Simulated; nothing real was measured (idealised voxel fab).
Process module under the name voxel self aligned vias
Displayed cross-section: cut, width of 160 nm, square cells sized 5 nm.
Throughout this document, each cross-section is represented as a grid of square cells and is presented as a sequence of bands enumerated from the top downward, where a band comprises one or more rows of cells. It is stipulated that each band's entry specify, in nanometres, the height of the top of the band and then that of its bottom, followed by the materials of the band in left-to-right sequence, each together with its width in nanometres. A single material marked by the word "all across" is understood to fill the band from edge to edge; the word "air" is understood to denote empty space. The reference from which all heights are counted is 0, the level beneath which the as-received wafer is entirely one material; the lowest band, having no lower bound, proceeds downward and is written after the example "top 0, no bottom". Read "30..40" as a graded width: first number on top, second number at the bottom, same change between each pair of neighbouring rows. Given "no change" for a step, no cell of the cross-section differs between before and after that step. The entry "Voids, enclosed" lists the empty spaces that cover at least 8 cells and have no open path to the top. Each is written as width x height at distance, where the distance is measured from the left edge and all three values are in nm. On each step's line, the part that comes after the settings is the simulator's own comment on the step. overlay nm: right-of-plan distance of the mask on a masked step; negative values mean left-of-plan.

-- The planned process steps are enumerated hereunder
1. RECEIVE [material Si]
2. CONFORMAL_DEP [material SiO2] [thk nm 15]
3. CONFORMAL_DEP [material SiCN] [thk nm 5]
4. DIRECTIONAL_DEP [material SiO2] [thk nm 30]
5. DIRECTIONAL_DEP [material aC] [thk nm 10]
6. PATTERN [tone open] [mask id LINES] [material resist] [width nm 20] [pitch nm 55] [thk nm 25] [overlay nm 0]
7. DIRECTIONAL_ETCH [etch materials aC] [depth nm 10]
8. STRIP [etch materials resist]
9. DIRECTIONAL_ETCH [etch materials SiO2] [depth nm 30]
10. STRIP [etch materials aC]
11. CONFORMAL_DEP [material TiN] [thk nm 5]
12. FILL_DEP [material Ru] [thk nm 10]
13. CMP [height nm 50]
14. SELECTIVE_ETCH [etch materials W Ru TiN] [depth nm 10]
15. FILL_DEP [material SiN] [thk nm 10]
16. CMP [height nm 50]
17. DIRECTIONAL_DEP [material SiO2] [thk nm 20]
18. PATTERN [tone open] [mask id VIAS] [material resist] [width nm 30] [thk nm 20] [overlay nm 0]
19. DIRECTIONAL_ETCH [etch materials SiO2] [depth nm 20]
20. DIRECTIONAL_ETCH [etch materials SiN] [depth nm 10]
21. STRIP [etch materials resist]
22. CONFORMAL_DEP [material TiN] [thk nm 5]
23. FILL_DEP [material Cu] [thk nm 5]
24. CMP [height nm 70]
25. CONFORMAL_DEP [material SiN] [thk nm 5]

-- First wafer of two (run as planned)

-- Wafer at receipt (post step 1), cross-section
  top 0, no bottom: Si all across
  Voids, enclosed: none

-- Take a look at the wafer's cross-section after step 2
  top 15, bottom 0: SiO2 all across
  Under the height 0 nothing was changed.

-- Take a look at the wafer's cross-section after step 3
  top 20, bottom 15: SiCN all across
  Under the height 15 nothing was changed.

-- Take a look at the wafer's cross-section after step 4
  top 50, bottom 20: SiO2 all across
  Under the height 20 nothing was changed.

-- Take a look at the wafer's cross-section after step 5
  top 60, bottom 50: aC all across
  Under the height 50 nothing was changed.

-- Take a look at the wafer's cross-section after step 6
  top 85, bottom 60: 40 nm resist, then 20 nm air, then 35 nm resist, then 20 nm air, then 45 nm resist
  Under the height 60 nothing was changed.

-- Take a look at the wafer's cross-section after step 7
  top 75, bottom 60: 40 nm resist, then 20 nm air, then 35 nm resist, then 20 nm air, then 45 nm resist
  top 60, bottom 50: 40 nm aC, then 20 nm air, then 35 nm aC, then 20 nm air, then 45 nm aC
  Under the height 50 nothing was changed.

-- Take a look at the wafer's cross-section after step 8
  top 60, bottom 50: 40 nm aC, then 20 nm air, then 35 nm aC, then 20 nm air, then 45 nm aC
  Under the height 50 nothing was changed.

-- Take a look at the wafer's cross-section after step 9
  top 60, bottom 50: 40 nm aC, then 20 nm air, then 35 nm aC, then 20 nm air, then 45 nm aC
  top 50, bottom 20: 40 nm SiO2, then 20 nm air, then 35 nm SiO2, then 20 nm air, then 45 nm SiO2
  Under the height 20 nothing was changed.

-- Take a look at the wafer's cross-section after step 10
  top 50, bottom 20: 40 nm SiO2, then 20 nm air, then 35 nm SiO2, then 20 nm air, then 45 nm SiO2
  Under the height 20 nothing was changed.

-- Take a look at the wafer's cross-section after step 11
  top 55, bottom 50: 45 nm TiN, then 10 nm air, then 45 nm TiN, then 10 nm air, then 50 nm TiN
  top 50, bottom 25: 40 nm SiO2, then 5 nm TiN, then 10 nm air, then 5 nm TiN, then 35 nm SiO2, then 5 nm TiN, then 10 nm air, then 5 nm TiN, then 45 nm SiO2
  top 25, bottom 20: 40 nm SiO2, then 20 nm TiN, then 35 nm SiO2, then 20 nm TiN, then 45 nm SiO2
  Under the height 20 nothing was changed.

-- Take a look at the wafer's cross-section after step 12
  top 65, bottom 55: Ru all across
  top 55, bottom 50: 45 nm TiN, then 10 nm Ru, then 45 nm TiN, then 10 nm Ru, then 50 nm TiN
  top 50, bottom 25: 40 nm SiO2, then 5 nm TiN, then 10 nm Ru, then 5 nm TiN, then 35 nm SiO2, then 5 nm TiN, then 10 nm Ru, then 5 nm TiN, then 45 nm SiO2
  Under the height 25 nothing was changed.

-- Take a look at the wafer's cross-section after step 13
  top 50, bottom 25: 40 nm SiO2, then 5 nm TiN, then 10 nm Ru, then 5 nm TiN, then 35 nm SiO2, then 5 nm TiN, then 10 nm Ru, then 5 nm TiN, then 45 nm SiO2
  Under the height 25 nothing was changed.

-- Take a look at the wafer's cross-section after step 14
  top 50, bottom 40: 40 nm SiO2, then 20 nm air, then 35 nm SiO2, then 20 nm air, then 45 nm SiO2
  Under the height 40 nothing was changed.

-- Take a look at the wafer's cross-section after step 15
  top 60, bottom 50: SiN all across
  top 50, bottom 40: 40 nm SiO2, then 20 nm SiN, then 35 nm SiO2, then 20 nm SiN, then 45 nm SiO2
  Under the height 40 nothing was changed.

-- Take a look at the wafer's cross-section after step 16
  top 50, bottom 40: 40 nm SiO2, then 20 nm SiN, then 35 nm SiO2, then 20 nm SiN, then 45 nm SiO2
  Under the height 40 nothing was changed.

-- Take a look at the wafer's cross-section after step 17
  top 70, bottom 50: SiO2 all across
  Under the height 50 nothing was changed.

-- Take a look at the wafer's cross-section after step 18
  top 90, bottom 70: 35 nm resist, then 30 nm air, then 95 nm resist
  Under the height 70 nothing was changed.

-- Take a look at the wafer's cross-section after step 19
  top 90, bottom 70: 35 nm resist, then 30 nm air, then 95 nm resist
  top 70, bottom 50: 35 nm SiO2, then 30 nm air, then 95 nm SiO2
  Under the height 50 nothing was changed.

-- Take a look at the wafer's cross-section after step 20
  top 90, bottom 70: 35 nm resist, then 30 nm air, then 95 nm resist
  top 70, bottom 50: 35 nm SiO2, then 30 nm air, then 95 nm SiO2
  top 50, bottom 40: 40 nm SiO2, then 20 nm air, then 35 nm SiO2, then 20 nm SiN, then 45 nm SiO2
  Under the height 40 nothing was changed.

-- Take a look at the wafer's cross-section after step 21
  top 70, bottom 50: 35 nm SiO2, then 30 nm air, then 95 nm SiO2
  Under the height 50 nothing was changed.

-- Take a look at the wafer's cross-section after step 22
  top 75, bottom 70: 40 nm TiN, then 20 nm air, then 100 nm TiN
  top 70, bottom 55: 35 nm SiO2, then 5 nm TiN, then 20 nm air, then 5 nm TiN, then 95 nm SiO2
  top 55, bottom 50: 35 nm SiO2, then 10 nm TiN, then 10 nm air, then 10 nm TiN, then 95 nm SiO2
  top 50, bottom 45: 40 nm SiO2, then 5 nm TiN, then 10 nm air, then 5 nm TiN, then 35 nm SiO2, then 20 nm SiN, then 45 nm SiO2
  top 45, bottom 40: 40 nm SiO2, then 20 nm TiN, then 35 nm SiO2, then 20 nm SiN, then 45 nm SiO2
  Under the height 40 nothing was changed.

-- Take a look at the wafer's cross-section after step 23
  top 80, bottom 75: Cu all across
  top 75, bottom 70: 40 nm TiN, then 20 nm Cu, then 100 nm TiN
  top 70, bottom 55: 35 nm SiO2, then 5 nm TiN, then 20 nm Cu, then 5 nm TiN, then 95 nm SiO2
  top 55, bottom 50: 35 nm SiO2, then 10 nm TiN, then 10 nm Cu, then 10 nm TiN, then 95 nm SiO2
  top 50, bottom 45: 40 nm SiO2, then 5 nm TiN, then 10 nm Cu, then 5 nm TiN, then 35 nm SiO2, then 20 nm SiN, then 45 nm SiO2
  Under the height 45 nothing was changed.

-- Take a look at the wafer's cross-section after step 24
  top 70, bottom 55: 35 nm SiO2, then 5 nm TiN, then 20 nm Cu, then 5 nm TiN, then 95 nm SiO2
  Under the height 55 nothing was changed.

-- Take a look at the wafer's cross-section after step 25
  top 75, bottom 70: SiN all across
  Under the height 70 nothing was changed.

-- Wafer two. Identical start, identical plan. One mistake in execution. Identical history through step 18

-- Cross-sectional view of the second wafer at the intended end time of process step 19
  top 90, bottom 70: 35 nm resist, then 30 nm air, then 95 nm resist
  top 70, bottom 50: 35 nm SiO2, then 30 nm air, then 95 nm SiO2
  top 50, bottom 40: 35 nm SiO2, then 5 nm air, then 20 nm SiN, then 5 nm air, then 30 nm SiO2, then 20 nm SiN, then 45 nm SiO2
  top 40, bottom 30: 35 nm SiO2, then 5 nm air, then 5 nm TiN, then 10 nm Ru, then 5 nm TiN, then 5 nm air, then 30 nm SiO2, then 5 nm TiN, then 10 nm Ru, then 5 nm TiN, then 45 nm SiO2
  Under the height 30 nothing was changed.

-- Cross-sectional view of the second wafer at the intended end time of process step 20
  top 90, bottom 70: 35 nm resist, then 30 nm air, then 95 nm resist
  top 70, bottom 50: 35 nm SiO2, then 30 nm air, then 95 nm SiO2
  top 50, bottom 40: 35 nm SiO2, then 30 nm air, then 30 nm SiO2, then 20 nm SiN, then 45 nm SiO2
  Under the height 40 nothing was changed.

-- Cross-sectional view of the second wafer at the intended end time of process step 21
  top 70, bottom 50: 35 nm SiO2, then 30 nm air, then 95 nm SiO2
  Under the height 50 nothing was changed.

-- Cross-sectional view of the second wafer at the intended end time of process step 22
  top 75, bottom 70: 40 nm TiN, then 20 nm air, then 100 nm TiN
  top 70, bottom 50: 35 nm SiO2, then 5 nm TiN, then 20 nm air, then 5 nm TiN, then 95 nm SiO2
  top 50, bottom 45: 35 nm SiO2, then 5 nm TiN, then 20 nm air, then 5 nm TiN, then 30 nm SiO2, then 20 nm SiN, then 45 nm SiO2
  top 45, bottom 40: 35 nm SiO2, then 30 nm TiN, then 30 nm SiO2, then 20 nm SiN, then 45 nm SiO2
  top 40, bottom 30: 35 nm SiO2, then 10 nm TiN, then 10 nm Ru, then 10 nm TiN, then 30 nm SiO2, then 5 nm TiN, then 10 nm Ru, then 5 nm TiN, then 45 nm SiO2
  Under the height 30 nothing was changed.

-- Cross-sectional view of the second wafer at the intended end time of process step 23
  top 80, bottom 75: Cu all across
  top 75, bottom 70: 40 nm TiN, then 20 nm Cu, then 100 nm TiN
  top 70, bottom 50: 35 nm SiO2, then 5 nm TiN, then 20 nm Cu, then 5 nm TiN, then 95 nm SiO2
  top 50, bottom 45: 35 nm SiO2, then 5 nm TiN, then 20 nm Cu, then 5 nm TiN, then 30 nm SiO2, then 20 nm SiN, then 45 nm SiO2
  Under the height 45 nothing was changed.

-- Cross-sectional view of the second wafer at the intended end time of process step 24
  top 70, bottom 50: 35 nm SiO2, then 5 nm TiN, then 20 nm Cu, then 5 nm TiN, then 95 nm SiO2
  Under the height 50 nothing was changed.

-- Cross-sectional view of the second wafer at the intended end time of process step 25
  top 75, bottom 70: SiN all across
  Under the height 70 nothing was changed.
Misprocessing identified: yeah, plan step 19 got run twice
The final cell counts differ between the wafers, with the second having more or fewer of some materials than the first: Cu: 4 more, SiO2: 8 fewer, TiN: 4 more
